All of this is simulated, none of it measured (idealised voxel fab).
You're looking at the process module voxel gate over fins.
Section cut is 205 nm wide and gridded with 5 nm square cells.
Cross-sections here: square-cell grids, written as top-down lists of bands, a band being one or more rows of cells.
What a band's entry tells you: where the top is and where the bottom is, as heights in nm, and after that what lies inside, material by material from left to right, each with its width in nm. Empty space is written as the word "empty", and a single material marked with the word "edge to edge" occupies the band from edge to edge.
Basically, 0 is our baseline, since under it the wafer straight out of the box is all one material. The bottom band has no lower end and keeps on going down, so it looks like "top 0, no bottom".
The expression "30..40" gives the width at the extremes of the band, the first number at its top row of cells and the second at its bottom row, with the width changing by equal amounts from each row to the next in between.
A step reported as "nothing different" is a step in which no cell of the cross-section changed.
Closed void inventory: empty space of 8 cells or more with no open way to the top, each as width x height at its distance from the left edge, in nm
Read whatever lies past the settings on a step's line as the simulator's own remark about the step.
overlay nm: on a step with a mask, how far right of its planned place the mask lay; negative means left.

BELOW IS THE LIST OF PLANNED PROCESS STEPS
1: RECEIVE with material Si
2: CONFORMAL_DEP with material SiN, thk nm 5
3: PATTERN with tone cover, mask id FINS, material resist, width nm 15, pitch nm 45, thk nm 20, overlay nm 0
4: DIRECTIONAL_ETCH with etch materials SiN, depth nm 5
5: DIRECTIONAL_ETCH with etch materials Si, depth nm 30
6: STRIP with etch materials resist
7: FILL_DEP with material SiO2, thk nm 5
8: CMP with height nm 5
9: SELECTIVE_ETCH with etch materials SiO2, depth nm 20
10: STRIP with etch materials SiN
11: CONFORMAL_DEP with material HfO2, thk nm 5
12: CONFORMAL_DEP with material TiN, thk nm 5
13: CONFORMAL_DEP with material TiAl, thk nm 5
14: CONFORMAL_DEP with material TiN, thk nm 5
15: FILL_DEP with material W, thk nm 15
16: CMP with height nm 30
17: CONFORMAL_DEP with material SiN, thk nm 10

FIRST OF TWO WAFERS - AS PLANNED

WAFER CROSS-SECTION ON RECEIPT, I.E. AFTER STEP 1
* top 0, no bottom | Si edge to edge
* Closed void inventory: none

STATE OF THE WAFER AFTER STEP 2, SHOWN IN CROSS-SECTION
* top 5, bottom 0 | SiN edge to edge
* Everything below 0 is unchanged.

STATE OF THE WAFER AFTER STEP 3, SHOWN IN CROSS-SECTION
* top 25, bottom 5 | 70 nm empty / 15 nm resist / 30 nm empty / 15 nm resist / 75 nm empty
* Everything below 5 is unchanged.

STATE OF THE WAFER AFTER STEP 4, SHOWN IN CROSS-SECTION
* top 25, bottom 5 | 70 nm empty / 15 nm resist / 30 nm empty / 15 nm resist / 75 nm empty
* top 5, bottom 0 | 70 nm empty / 15 nm SiN / 30 nm empty / 15 nm SiN / 75 nm empty
* Everything below 0 is unchanged.

STATE OF THE WAFER AFTER STEP 5, SHOWN IN CROSS-SECTION
* top 25, bottom 5 | 70 nm empty / 15 nm resist / 30 nm empty / 15 nm resist / 75 nm empty
* top 5, bottom 0 | 70 nm empty / 15 nm SiN / 30 nm empty / 15 nm SiN / 75 nm empty
* top 0, bottom -30 | 70 nm empty / 15 nm Si / 30 nm empty / 15 nm Si / 75 nm empty
* Everything below -30 is unchanged.

STATE OF THE WAFER AFTER STEP 6, SHOWN IN CROSS-SECTION
* top 5, bottom 0 | 70 nm empty / 15 nm SiN / 30 nm empty / 15 nm SiN / 75 nm empty
* Everything below 0 is unchanged.

STATE OF THE WAFER AFTER STEP 7, SHOWN IN CROSS-SECTION
* top 10, bottom 5 | SiO2 edge to edge
* top 5, bottom 0 | 70 nm SiO2 / 15 nm SiN / 30 nm SiO2 / 15 nm SiN / 75 nm SiO2
* top 0, bottom -30 | 70 nm SiO2 / 15 nm Si / 30 nm SiO2 / 15 nm Si / 75 nm SiO2
* Everything below -30 is unchanged.

STATE OF THE WAFER AFTER STEP 8, SHOWN IN CROSS-SECTION
* top 5, bottom 0 | 70 nm SiO2 / 15 nm SiN / 30 nm SiO2 / 15 nm SiN / 75 nm SiO2
* Everything below 0 is unchanged.

STATE OF THE WAFER AFTER STEP 9, SHOWN IN CROSS-SECTION
* top 5, bottom 0 | 70 nm empty / 15 nm SiN / 30 nm empty / 15 nm SiN / 75 nm empty
* top 0, bottom -15 | 70 nm empty / 15 nm Si / 30 nm empty / 15 nm Si / 75 nm empty
* Everything below -15 is unchanged.

STATE OF THE WAFER AFTER STEP 10, SHOWN IN CROSS-SECTION
* top 0, bottom -15 | 70 nm empty / 15 nm Si / 30 nm empty / 15 nm Si / 75 nm empty
* Everything below -15 is unchanged.

STATE OF THE WAFER AFTER STEP 11, SHOWN IN CROSS-SECTION
* top 5, bottom 0 | 65 nm empty / 25 nm HfO2 / 20 nm empty / 25 nm HfO2 / 70 nm empty
* top 0, bottom -10 | 65 nm empty / 5 nm HfO2 / 15 nm Si / 5 nm HfO2 / 20 nm empty / 5 nm HfO2 / 15 nm Si / 5 nm HfO2 / 70 nm empty
* top -10, bottom -15 | 70 nm HfO2 / 15 nm Si / 30 nm HfO2 / 15 nm Si / 75 nm HfO2
* Everything below -15 is unchanged.

STATE OF THE WAFER AFTER STEP 12, SHOWN IN CROSS-SECTION
* top 10, bottom 5 | 60 nm empty / 35 nm TiN / 10 nm empty / 35 nm TiN / 65 nm empty
* top 5, bottom 0 | 60 nm empty / 5 nm TiN / 25 nm HfO2 / 5 nm TiN / 10 nm empty / 5 nm TiN / 25 nm HfO2 / 5 nm TiN / 65 nm empty
* top 0, bottom -5 | 60 nm empty / 5 nm TiN / 5 nm HfO2 / 15 nm Si / 5 nm HfO2 / 5 nm TiN / 10 nm empty / 5 nm TiN / 5 nm HfO2 / 15 nm Si / 5 nm HfO2 / 5 nm TiN / 65 nm empty
* top -5, bottom -10 | 65 nm TiN / 5 nm HfO2 / 15 nm Si / 5 nm HfO2 / 20 nm TiN / 5 nm HfO2 / 15 nm Si / 5 nm HfO2 / 70 nm TiN
* Everything below -10 is unchanged.

STATE OF THE WAFER AFTER STEP 13, SHOWN IN CROSS-SECTION
* top 15, bottom 10 | 55 nm empty / 90 nm TiAl / 60 nm empty
* top 10, bottom 5 | 55 nm empty / 5 nm TiAl / 35 nm TiN / 10 nm TiAl / 35 nm TiN / 5 nm TiAl / 60 nm empty
* top 5, bottom 0 | 55 nm empty / 5 nm TiAl / 5 nm TiN / 25 nm HfO2 / 5 nm TiN / 10 nm TiAl / 5 nm TiN / 25 nm HfO2 / 5 nm TiN / 5 nm TiAl / 60 nm empty
* top 0, bottom -5 | 60 nm TiAl / 5 nm TiN / 5 nm HfO2 / 15 nm Si / 5 nm HfO2 / 5 nm TiN / 10 nm TiAl / 5 nm TiN / 5 nm HfO2 / 15 nm Si / 5 nm HfO2 / 5 nm TiN / 65 nm TiAl
* Everything below -5 is unchanged.

STATE OF THE WAFER AFTER STEP 14, SHOWN IN CROSS-SECTION
* top 20, bottom 15 | 50 nm empty / 100 nm TiN / 55 nm empty
* top 15, bottom 10 | 50 nm empty / 5 nm TiN / 90 nm TiAl / 5 nm TiN / 55 nm empty
* top 10, bottom 5 | 50 nm empty / 5 nm TiN / 5 nm TiAl / 35 nm TiN / 10 nm TiAl / 35 nm TiN / 5 nm TiAl / 5 nm TiN / 55 nm empty
* top 5, bottom 0 | 55 nm TiN / 5 nm TiAl / 5 nm TiN / 25 nm HfO2 / 5 nm TiN / 10 nm TiAl / 5 nm TiN / 25 nm HfO2 / 5 nm TiN / 5 nm TiAl / 60 nm TiN
* Everything below 0 is unchanged.

STATE OF THE WAFER AFTER STEP 15, SHOWN IN CROSS-SECTION
* top 35, bottom 20 | W edge to edge
* top 20, bottom 15 | 50 nm W / 100 nm TiN / 55 nm W
* top 15, bottom 10 | 50 nm W / 5 nm TiN / 90 nm TiAl / 5 nm TiN / 55 nm W
* top 10, bottom 5 | 50 nm W / 5 nm TiN / 5 nm TiAl / 35 nm TiN / 10 nm TiAl / 35 nm TiN / 5 nm TiAl / 5 nm TiN / 55 nm W
* Everything below 5 is unchanged.

STATE OF THE WAFER AFTER STEP 16, SHOWN IN CROSS-SECTION
* top 30, bottom 20 | W edge to edge
* Everything below 20 is unchanged.

STATE OF THE WAFER AFTER STEP 17, SHOWN IN CROSS-SECTION
* top 40, bottom 30 | SiN edge to edge
* Everything below 30 is unchanged.

WAFER TWO. IDENTICAL START, IDENTICAL PLAN. ONE MISTAKE IN EXECUTION. IDENTICAL HISTORY THROUGH STEP 11

Second wafer, section view, time point: scheduled end of step 12: nothing different

SECOND WAFER, SECTION VIEW, TIME POINT: SCHEDULED END OF STEP 13
* top 10, bottom 5 | 60 nm empty / 35 nm TiAl / 10 nm empty / 35 nm TiAl / 65 nm empty
* top 5, bottom 0 | 60 nm empty / 5 nm TiAl / 25 nm HfO2 / 5 nm TiAl / 10 nm empty / 5 nm TiAl / 25 nm HfO2 / 5 nm TiAl / 65 nm empty
* top 0, bottom -5 | 60 nm empty / 5 nm TiAl / 5 nm HfO2 / 15 nm Si / 5 nm HfO2 / 5 nm TiAl / 10 nm empty / 5 nm TiAl / 5 nm HfO2 / 15 nm Si / 5 nm HfO2 / 5 nm TiAl / 65 nm empty
* top -5, bottom -10 | 65 nm TiAl / 5 nm HfO2 / 15 nm Si / 5 nm HfO2 / 20 nm TiAl / 5 nm HfO2 / 15 nm Si / 5 nm HfO2 / 70 nm TiAl
* Everything below -10 is unchanged.

SECOND WAFER, SECTION VIEW, TIME POINT: SCHEDULED END OF STEP 14
* top 15, bottom 10 | 55 nm empty / 90 nm TiN / 60 nm empty
* top 10, bottom 5 | 55 nm empty / 5 nm TiN / 35 nm TiAl / 10 nm TiN / 35 nm TiAl / 5 nm TiN / 60 nm empty
* top 5, bottom 0 | 55 nm empty / 5 nm TiN / 5 nm TiAl / 25 nm HfO2 / 5 nm TiAl / 10 nm TiN / 5 nm TiAl / 25 nm HfO2 / 5 nm TiAl / 5 nm TiN / 60 nm empty
* top 0, bottom -5 | 60 nm TiN / 5 nm TiAl / 5 nm HfO2 / 15 nm Si / 5 nm HfO2 / 5 nm TiAl / 10 nm TiN / 5 nm TiAl / 5 nm HfO2 / 15 nm Si / 5 nm HfO2 / 5 nm TiAl / 65 nm TiN
* Everything below -5 is unchanged.

SECOND WAFER, SECTION VIEW, TIME POINT: SCHEDULED END OF STEP 15
* top 30, bottom 15 | W edge to edge
* top 15, bottom 10 | 55 nm W / 90 nm TiN / 60 nm W
* top 10, bottom 5 | 55 nm W / 5 nm TiN / 35 nm TiAl / 10 nm TiN / 35 nm TiAl / 5 nm TiN / 60 nm W
* top 5, bottom 0 | 55 nm W / 5 nm TiN / 5 nm TiAl / 25 nm HfO2 / 5 nm TiAl / 10 nm TiN / 5 nm TiAl / 25 nm HfO2 / 5 nm TiAl / 5 nm TiN / 60 nm W
* Everything below 0 is unchanged.

Second wafer, section view, time point: scheduled end of step 16: nothing different

SECOND WAFER, SECTION VIEW, TIME POINT: SCHEDULED END OF STEP 17
* top 40, bottom 30 | SiN edge to edge
* Everything below 30 is unchanged.
Run error: no execution of plan step 12; skipped
Upon completion, the second wafer contains, in terms of cells, a greater or smaller amount of certain materials than the first wafer: -47 TiN | +47 W
